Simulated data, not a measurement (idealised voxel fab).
Process module, titled voxel ribs on slabs
Cross-section cut spans 285 nm and uses square cells 5 nm in size.
Think of the cross-section as a grid of square cells. We describe it in bands, top to bottom, and each band covers one or more rows of those cells. Basically the band line says how high the top is and how high the bottom is, in nm, and then what's in it from left to right, every material with its width in nm. Empty space shows up as "empty", and if a single material carries "full width" it runs the full band edge to edge. Where do heights start? At 0: under that level the wafer as delivered is made of one material only. And the lowest band has no floor; it just carries on downward, as in "from 0 down". So if you see something like "30 to 40" for the width, read it as the top row of the band sitting at the first number and the bottom row at the second, with every row in between moving by the same amount as the last. Any step labelled "left unchanged" changed none of the cells in the cross-section. "Trapped voids" lists enclosed empty spaces (at least 8 cells, no open path upward to the top), each as width x height at distance from the left edge, in nm. On a step's line, text after the settings is the simulator commenting on that step. Steps that use a mask can have "overlay nm" on their line. It says how far the mask sat to the right of where it was meant to be. Negative means to the left.
Intended process steps:
1 RECEIVE: material Si
2 DIRECTIONAL_DEP: material SiO2, thk nm 25
3 DIRECTIONAL_DEP: material polySi, thk nm 25
4 PATTERN: tone cover, mask id RIB, material resist, width nm 30, thk nm 20, overlay nm 0
5 DIRECTIONAL_ETCH: etch materials polySi, depth nm 5
6 STRIP: etch materials resist
7 PATTERN: tone cover, mask id SLAB, material resist, width nm 90, thk nm 15, overlay nm 0
8 DIRECTIONAL_ETCH: etch materials polySi, depth nm 20
9 STRIP: etch materials resist
10 FILL_DEP: material SiO2, thk nm 20
11 CMP: height nm 65
12 DIRECTIONAL_DEP: material W, thk nm 10
13 MASKED_ETCH: tone cover, mask id HEATER, width nm 40, etch materials W, depth nm 10, overlay nm 0
14 CONFORMAL_DEP: material SiO2, thk nm 10
Cross-section of the wafer as it came to us, i.e., already through step 1:
from 0 down: Si full width
Trapped voids: none
First wafer of two, sectioned at end of module; run went per plan:
from 85 to 75: empty: 110, SiO2: 60, empty: 115
from 75 to 65: SiO2: 120, W: 40, SiO2: 125
from 65 to 50: SiO2 full width
from 50 to 45: SiO2: 125, polySi: 30, SiO2: 130
from 45 to 25: SiO2: 95, polySi: 90, SiO2: 100
from 25 to 0: SiO2 full width
from 0 down: Si full width
Trapped voids: none
Here's the second of our two wafers sectioned at module end. Same start as the first, same plan, but one mistake got made running it:
from 85 to 75: empty: 110, SiO2: 60, empty: 115
from 75 to 65: SiO2: 120, W: 40, SiO2: 125
from 65 to 25: SiO2 full width
from 25 to 0: polySi full width
from 0 down: Si full width
Trapped voids: none
What was done differently from what was planned? steps 2 and 3 got flipped, so each one ran where the other should have
at the end the second wafer has, in cells: -207 SiO2; +207 polySi
